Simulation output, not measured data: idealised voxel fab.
process module | voxel wiring stack
cross-section cut | 145 nm wide | cells 5 nm
A cross-section is a grid of square cells, given in bands from the top down. A band is one or more rows of cells.
Each band's line starts with the height of the band's top and of its bottom, in nm. Then come its materials from left to right, each with its width in nm. One material with "throughout" fills the band from edge to edge. "air" is empty space.
Height 0 is the level under which the wafer as received is all one material. The lowest band goes on downwards, as in "0 down".
A width such as "30 to 40" changes by the same amount from each row of cells to the next, from the band's top row to its bottom row.
"no change" after a step means that no cell of the cross-section changed.
closed voids: empty space of 8 cells or more with no open way to the top, each as width x height at its distance from the left edge, in nm
after a step's settings: what the simulator itself notes on the step
overlay nm, on a step with a mask: how far to the right of its planned place the mask lay; to the left if negative
plan
1 op RECEIVE | material Si
2 op CONFORMAL_DEP | material SiO2 | thk nm 15
3 op CONFORMAL_DEP | material SiN | thk nm 5
4 op DIRECTIONAL_DEP | material lowk | thk nm 15
5 op PATTERN | tone open | mask id METAL_1 | material resist | width nm 25 | pitch nm 45 | thk nm 20 | overlay nm 0
6 op DIRECTIONAL_ETCH | etch materials lowk | depth nm 15
7 op DIRECTIONAL_ETCH | etch materials SiN | depth nm 5
8 op STRIP | etch materials resist
9 op CONFORMAL_DEP | material TiN | thk nm 5
10 op FILL_DEP | material W | thk nm 5
11 op CMP | height nm 35
12 op CONFORMAL_DEP | material SiCN | thk nm 5
13 op DIRECTIONAL_DEP | material lowk | thk nm 15
14 op PATTERN | tone open | mask id PLUG_1 | material resist | width nm 15 | thk nm 20 | overlay nm 0
15 op DIRECTIONAL_ETCH | etch materials lowk | depth nm 15
16 op DIRECTIONAL_ETCH | etch materials SiCN | depth nm 5
17 op STRIP | etch materials resist
18 op EPI | material Ru | thk nm 10
19 op EPI | material Ru | thk nm 10
20 op DIRECTIONAL_DEP | material TiN | thk nm 5
21 op DIRECTIONAL_DEP | material W | thk nm 25
22 op DIRECTIONAL_DEP | material aC | thk nm 15
23 op PATTERN | tone cover | mask id METAL_2 | material resist | width nm 25 | pitch nm 45 | thk nm 35 | overlay nm 0
24 op DIRECTIONAL_ETCH | etch materials aC | depth nm 15
25 op STRIP | etch materials resist
26 op DIRECTIONAL_ETCH | etch materials W | depth nm 25
27 op DIRECTIONAL_ETCH | etch materials TiN | depth nm 5
28 op STRIP | etch materials aC
29 op FILL_DEP | material lowk | thk nm 5
30 op CMP | height nm 75
31 op CONFORMAL_DEP | material SiN | thk nm 5
varied across the wafers: height nm of step 30. The plan shows the first wafer's value. All wafers start alike
first wafer as received, after step 1
  0 down: Si throughout
  closed voids: none
each wafer at the end: cells of each material gained (+) or lost (-) since it was received, then its closed voids
height nm 75 | +12 Ru | +26 SiCN | +48 SiN | +87 SiO2 | +32 TiN | +48 W | +211 lowk | closed voids: none
height nm 80 | +12 Ru | +26 SiCN | +48 SiN | +87 SiO2 | +32 TiN | +58 W | +230 lowk | closed voids: none
height nm 85 | +12 Ru | +26 SiCN | +48 SiN | +87 SiO2 | +32 TiN | +68 W | +249 lowk | closed voids: none
height nm 90 | +12 Ru | +26 SiCN | +48 SiN | +87 SiO2 | +32 TiN | +68 W | +278 lowk | closed voids: none
